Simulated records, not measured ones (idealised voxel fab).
Presented below is a process module, voxel wiring stack.
Section shown: cut. Width: 190 nm. Cell size: 5 nm, square.
Cross-section spec: square-cell grid; bands listed top down; each band is one or more rows.
Per band: top height and bottom height in nm, followed by the left-to-right materials and their widths in nm; "everywhere" marks a single material spanning edge to edge, "blank" marks empty space.
Where do heights start? At 0: under that level the wafer as delivered is made of one material only. And the lowest band has no floor; it just carries on downward, as in "0 -> down".
A width such as "30 to 40" changes by the same amount from each row of cells to the next, from the band's top row to its bottom row.
Where a step carries "no change occurred", the cross-section came out of it unchanged, cell for cell.
If an empty space has no open way to the top and is at least 8 cells in size, "Enclosed cavity list" lists it, written width x height at distance, where distance is measured from the left edge and every value is in nm.
Post-settings text on a step line: simulator's own remark regarding the step.
A step line may carry the setting "overlay nm", which, for steps involving a mask, states the distance by which the mask lay to the right of its intended position; negative values denote displacement to the left.

The process steps that were planned are listed below:
- 1: RECEIVE, material Si
- 2: CONFORMAL_DEP, material SiO2, thk nm 10
- 3: CONFORMAL_DEP, material SiCN, thk nm 5
- 4: DIRECTIONAL_DEP, material lowk, thk nm 25
- 5: DIRECTIONAL_DEP, material aC, thk nm 15
- 6: PATTERN, tone open, mask id METAL_1, material resist, width nm 20, pitch nm 40, thk nm 35, overlay nm 0
- 7: DIRECTIONAL_ETCH, etch materials aC, depth nm 15
- 8: STRIP, etch materials resist
- 9: DIRECTIONAL_ETCH, etch materials lowk, depth nm 25
- 10: DIRECTIONAL_ETCH, etch materials SiCN, depth nm 5
- 11: STRIP, etch materials aC
- 12: CONFORMAL_DEP, material TiN, thk nm 5
- 13: FILL_DEP, material Ru, thk nm 5
- 14: CMP, height nm 40
- 15: CONFORMAL_DEP, material SiCN, thk nm 5
- 16: DIRECTIONAL_DEP, material lowk, thk nm 15
- 17: DIRECTIONAL_DEP, material aC, thk nm 15
- 18: PATTERN, tone open, mask id PLUG_1, material resist, width nm 15, pitch nm 40, thk nm 35, overlay nm 0
- 19: DIRECTIONAL_ETCH, etch materials aC, depth nm 15
- 20: STRIP, etch materials resist
- 21: DIRECTIONAL_ETCH, etch materials lowk, depth nm 15
- 22: DIRECTIONAL_ETCH, etch materials SiCN, depth nm 5
- 23: STRIP, etch materials aC
- 24: EPI, material Ru, thk nm 10
- 25: EPI, material Ru, thk nm 10
- 26: CONFORMAL_DEP, material SiN, thk nm 5
- 27: DIRECTIONAL_DEP, material SiO2, thk nm 15
- 28: MASKED_ETCH, tone open, mask id METAL_2, width nm 20, pitch nm 40, etch materials SiO2, depth nm 15, overlay nm 0
- 29: MASKED_ETCH, tone open, mask id METAL_2, width nm 20, pitch nm 40, etch materials SiN, depth nm 5, overlay nm 0
- 30: CONFORMAL_DEP, material TiN, thk nm 5
- 31: FILL_DEP, material W, thk nm 10
- 32: CMP, height nm 80
- 33: CONFORMAL_DEP, material SiN, thk nm 5

Wafer as received: cross-section following step 1:
> 0 -> down: Si everywhere
> Enclosed cavity list: none

First of two wafers at the end of the module, shown in cross-section; run carried out as planned:
> 85 -> 80: SiN everywhere
> 80 -> 65: SiO2 25 nm; TiN 5 nm; W 10 nm; TiN 5 nm; SiO2 20 nm; TiN 5 nm; W 10 nm; TiN 5 nm; SiO2 20 nm; TiN 5 nm; W 10 nm; TiN 5 nm; SiO2 20 nm; TiN 5 nm; W 10 nm; TiN 5 nm; SiO2 25 nm
> 65 -> 60: SiN 25 nm; TiN 20 nm; SiN 20 nm; TiN 20 nm; SiN 20 nm; TiN 20 nm; SiN 20 nm; TiN 20 nm; SiN 25 nm
> 60 -> 45: lowk 25 nm; Ru 15 nm; lowk 25 nm; Ru 15 nm; lowk 25 nm; Ru 15 nm; lowk 25 nm; Ru 15 nm; lowk 30 nm
> 45 -> 40: SiCN 25 nm; Ru 15 nm; SiCN 25 nm; Ru 15 nm; SiCN 25 nm; Ru 15 nm; SiCN 25 nm; Ru 15 nm; SiCN 30 nm
> 40 -> 15: lowk 25 nm; TiN 5 nm; Ru 10 nm; TiN 5 nm; lowk 20 nm; TiN 5 nm; Ru 10 nm; TiN 5 nm; lowk 20 nm; TiN 5 nm; Ru 10 nm; TiN 5 nm; lowk 20 nm; TiN 5 nm; Ru 10 nm; TiN 5 nm; lowk 25 nm
> 15 -> 10: SiCN 25 nm; TiN 20 nm; SiCN 20 nm; TiN 20 nm; SiCN 20 nm; TiN 20 nm; SiCN 20 nm; TiN 20 nm; SiCN 25 nm
> 10 -> 0: SiO2 everywhere
> 0 -> down: Si everywhere
> Enclosed cavity list: none

Second wafer through the module, sectioned at the end: same beginning and same plan as the first wafer, with one mistake in carrying it out:
> 85 -> 80: SiN everywhere
> 80 -> 65: SiO2 25 nm; TiN 5 nm; W 10 nm; TiN 5 nm; SiO2 20 nm; TiN 5 nm; W 10 nm; TiN 5 nm; SiO2 20 nm; TiN 5 nm; W 10 nm; TiN 5 nm; SiO2 20 nm; TiN 5 nm; W 10 nm; TiN 5 nm; SiO2 25 nm
> 65 -> 60: SiN 25 nm; TiN 20 nm; SiN 20 nm; TiN 20 nm; SiN 20 nm; TiN 20 nm; SiN 20 nm; TiN 20 nm; SiN 25 nm
> 60 -> 45: lowk 25 nm; Ru 15 nm; lowk 25 nm; Ru 15 nm; lowk 25 nm; Ru 15 nm; lowk 25 nm; Ru 15 nm; lowk 30 nm
> 45 -> 40: SiCN 25 nm; Ru 15 nm; SiCN 25 nm; Ru 15 nm; SiCN 25 nm; Ru 15 nm; SiCN 25 nm; Ru 15 nm; SiCN 30 nm
> 40 -> 15: lowk 25 nm; TiN 5 nm; Ru 15 nm; TiN 5 nm; lowk 15 nm; TiN 5 nm; Ru 15 nm; TiN 5 nm; lowk 15 nm; TiN 5 nm; Ru 15 nm; TiN 5 nm; lowk 15 nm; TiN 5 nm; Ru 15 nm; TiN 5 nm; lowk 20 nm
> 15 -> 10: SiCN 25 nm; TiN 25 nm; SiCN 15 nm; TiN 25 nm; SiCN 15 nm; TiN 25 nm; SiCN 15 nm; TiN 25 nm; SiCN 20 nm
> 10 -> 0: SiO2 everywhere
> 0 -> down: Si everywhere
> Enclosed cavity list: none
Against the plan, the run slipped here: step 6 did not use the planned setting and instead ran as PATTERN, tone open, mask id METAL_1, material resist, width nm 25, pitch nm 40, thk nm 35, overlay nm 0
The second wafer ends with more or fewer cells of some materials than the first, per final count: +20 Ru; -4 SiCN; +4 TiN; -20 lowk
